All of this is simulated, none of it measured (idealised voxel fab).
process module | voxel wiring stack
cross-section cut | 185 nm wide | cells 5 nm
A cross-section is a grid of square cells, given in bands from the top down. A band is one or more rows of cells.
Each band's line starts with the height of the band's top and of its bottom, in nm. Then come its materials from left to right, each with its width in nm. One material with "throughout" fills the band from edge to edge. "air" is empty space.
Height 0 is the level under which the wafer as received is all one material. The lowest band goes on downwards, as in "0 down".
A width such as "30 to 40" changes by the same amount from each row of cells to the next, from the band's top row to its bottom row.
"no change" after a step means that no cell of the cross-section changed.
closed voids: empty space of 8 cells or more with no open way to the top, each as width x height at its distance from the left edge, in nm
after a step's settings: what the simulator itself notes on the step
overlay nm, on a step with a mask: how far to the right of its planned place the mask lay; to the left if negative
plan
1 op RECEIVE | material Si
2 op CONFORMAL_DEP | material SiO2 | thk nm 15
3 op DIRECTIONAL_DEP | material TiN | thk nm 5
4 op DIRECTIONAL_DEP | material Ru | thk nm 25
5 op PATTERN | tone cover | mask id METAL_1 | material resist | width nm 30 | pitch nm 45 | thk nm 15 | overlay nm 0
6 op DIRECTIONAL_ETCH | etch materials Ru | depth nm 25
7 op DIRECTIONAL_ETCH | etch materials TiN | depth nm 5
8 op STRIP | etch materials resist
9 op CONFORMAL_DEP | material SiCN | thk nm 5
10 op FILL_DEP | material SiO2 | thk nm 5
11 op CMP | height nm 45
12 op CONFORMAL_DEP | material SiCN | thk nm 5
13 op DIRECTIONAL_DEP | material lowk | thk nm 10
14 op DIRECTIONAL_DEP | material aC | thk nm 15
15 op PATTERN | tone open | mask id PLUG_1 | material resist | width nm 15 | pitch nm 90 | thk nm 30 | overlay nm 0
16 op DIRECTIONAL_ETCH | etch materials aC | depth nm 15
17 op STRIP | etch materials resist
18 op DIRECTIONAL_ETCH | etch materials lowk | depth nm 10
19 op DIRECTIONAL_ETCH | etch materials SiCN | depth nm 5
20 op STRIP | etch materials aC
21 op EPI | material Ru | thk nm 10
22 op EPI | material Ru | thk nm 5
23 op CONFORMAL_DEP | material SiN | thk nm 5
24 op DIRECTIONAL_DEP | material lowk | thk nm 25
25 op MASKED_ETCH | tone open | mask id METAL_2 | width nm 30 | pitch nm 45 | etch materials lowk | depth nm 25 | overlay nm 0
26 op MASKED_ETCH | tone open | mask id METAL_2 | width nm 30 | pitch nm 45 | etch materials SiN | depth nm 5 | overlay nm 0
27 op CONFORMAL_DEP | material TiN | thk nm 5
28 op FILL_DEP | material Cu | thk nm 5
29 op CMP | height nm 90
30 op EPI | material Ru | thk nm 5
31 op FILL_DEP | material SiCN | thk nm 5
32 op DIRECTIONAL_DEP | material lowk | thk nm 25
33 op DIRECTIONAL_DEP | material aC | thk nm 15
34 op PATTERN | tone open | mask id METAL_3_HOLES | material resist | width nm 15 | pitch nm 45 | thk nm 35 | overlay nm 0
35 op DIRECTIONAL_ETCH | etch materials aC | depth nm 15
36 op STRIP | etch materials resist
37 op DIRECTIONAL_ETCH | etch materials lowk | depth nm 25
38 op STRIP | etch materials aC
39 op DIRECTIONAL_DEP | material aC | thk nm 10
40 op PATTERN | tone open | mask id METAL_3 | material resist | width nm 30 | pitch nm 45 | thk nm 30 | overlay nm 0
41 op DIRECTIONAL_ETCH | etch materials aC | depth nm 10
42 op STRIP | etch materials resist
43 op DIRECTIONAL_ETCH | etch materials lowk | depth nm 15
44 op DIRECTIONAL_ETCH | etch materials SiCN | depth nm 5
45 op STRIP | etch materials aC
46 op CONFORMAL_DEP | material TiN | thk nm 5
47 op FILL_DEP | material Cu | thk nm 10
48 op CMP | height nm 125
49 op CONFORMAL_DEP | material SiN | thk nm 5
varied across the wafers: thk nm of step 27. The plan shows the first wafer's value. All wafers start alike
first wafer as received, after step 1
  0 down: Si throughout
  closed voids: none
first wafer at the end, after step 49
  130 to 125: SiN throughout
  125 to 115: lowk 30 | TiN 5 | Cu 20 | TiN 5 | lowk 15 | TiN 5 | Cu 20 | TiN 5 | lowk 15 | TiN 5 | Cu 20 | TiN 5 | lowk 35
  115 to 110: lowk 30 | TiN 5 | Cu 5 | TiN 20 | lowk 15 | TiN 5 | Cu 5 | TiN 20 | lowk 15 | TiN 5 | Cu 5 | TiN 20 | lowk 35
  110 to 100: lowk 30 | TiN 5 | Cu 5 | TiN 5 | lowk 30 | TiN 5 | Cu 5 | TiN 5 | lowk 30 | TiN 5 | Cu 5 | TiN 5 | lowk 50
  100 to 95: SiCN 30 | TiN 15 | SiCN 30 | TiN 15 | SiCN 30 | TiN 15 | SiCN 50
  95 to 90: SiCN 25 | Ru 40 | SiCN 5 | Ru 40 | SiCN 5 | Ru 40 | SiCN 30
  90 to 65: lowk 30 | TiN 5 | Cu 20 | TiN 5 | lowk 15 | TiN 5 | Cu 20 | TiN 5 | lowk 15 | TiN 5 | Cu 20 | TiN 5 | lowk 35
  65 to 60: SiN 30 | TiN 30 | SiN 15 | TiN 30 | SiN 15 | TiN 30 | SiN 35
  60 to 50: lowk 30 | Ru 15 | lowk 75 | Ru 15 | lowk 50
  50 to 45: SiCN 30 | Ru 15 | SiCN 75 | Ru 15 | SiCN 50
  45 to 20: SiO2 25 | SiCN 5 | Ru 30 | SiCN 5 | SiO2 5 | SiCN 5 | Ru 30 | SiCN 5 | SiO2 5 | SiCN 5 | Ru 30 | SiCN 5 | SiO2 30
  20 to 15: SiCN 30 | TiN 30 | SiCN 15 | TiN 30 | SiCN 15 | TiN 30 | SiCN 35
  15 to 0: SiO2 throughout
  0 down: Si throughout
  closed voids: none
last wafer at the end
  130 to 125: SiN throughout
  125 to 115: lowk 30 | TiN 5 | Cu 20 | TiN 5 | lowk 15 | TiN 5 | Cu 20 | TiN 5 | lowk 15 | TiN 5 | Cu 20 | TiN 5 | lowk 35
  115 to 110: lowk 30 | TiN 5 | Cu 5 | TiN 20 | lowk 15 | TiN 5 | Cu 5 | TiN 20 | lowk 15 | TiN 5 | Cu 5 | TiN 20 | lowk 35
  110 to 100: lowk 30 | TiN 5 | Cu 5 | TiN 5 | lowk 30 | TiN 5 | Cu 5 | TiN 5 | lowk 30 | TiN 5 | Cu 5 | TiN 5 | lowk 50
  100 to 95: SiCN 30 | TiN 15 | SiCN 30 | TiN 15 | SiCN 30 | TiN 15 | SiCN 50
  95 to 90: SiCN 25 | Ru 40 | SiCN 5 | Ru 40 | SiCN 5 | Ru 40 | SiCN 30
  90 to 65: lowk 30 | TiN 30 | lowk 15 | TiN 30 | lowk 15 | TiN 30 | lowk 35
  65 to 60: SiN 30 | TiN 30 | SiN 15 | TiN 30 | SiN 15 | TiN 30 | SiN 35
  60 to 50: lowk 30 | Ru 15 | lowk 75 | Ru 15 | lowk 50
  50 to 45: SiCN 30 | Ru 15 | SiCN 75 | Ru 15 | SiCN 50
  45 to 20: SiO2 25 | SiCN 5 | Ru 30 | SiCN 5 | SiO2 5 | SiCN 5 | Ru 30 | SiCN 5 | SiO2 5 | SiCN 5 | Ru 30 | SiCN 5 | SiO2 30
  20 to 15: SiCN 30 | TiN 30 | SiCN 15 | TiN 30 | SiCN 15 | TiN 30 | SiCN 35
  15 to 0: SiO2 throughout
  0 down: Si throughout
  closed voids: none
each wafer at the end: cells of each material gained (+) or lost (-) since it was received, then its closed voids
thk nm 5 | +93 Cu | +132 Ru | +121 SiCN | +56 SiN | +176 SiO2 | +114 TiN | +270 lowk | closed voids: none
thk nm 10 | +57 Cu | +132 Ru | +121 SiCN | +56 SiN | +176 SiO2 | +150 TiN | +270 lowk | closed voids: none
thk nm 15 | +33 Cu | +132 Ru | +121 SiCN | +56 SiN | +176 SiO2 | +174 TiN | +270 lowk | closed voids: none
thk nm 20 | +33 Cu | +132 Ru | +121 SiCN | +56 SiN | +176 SiO2 | +174 TiN | +270 lowk | closed voids: none
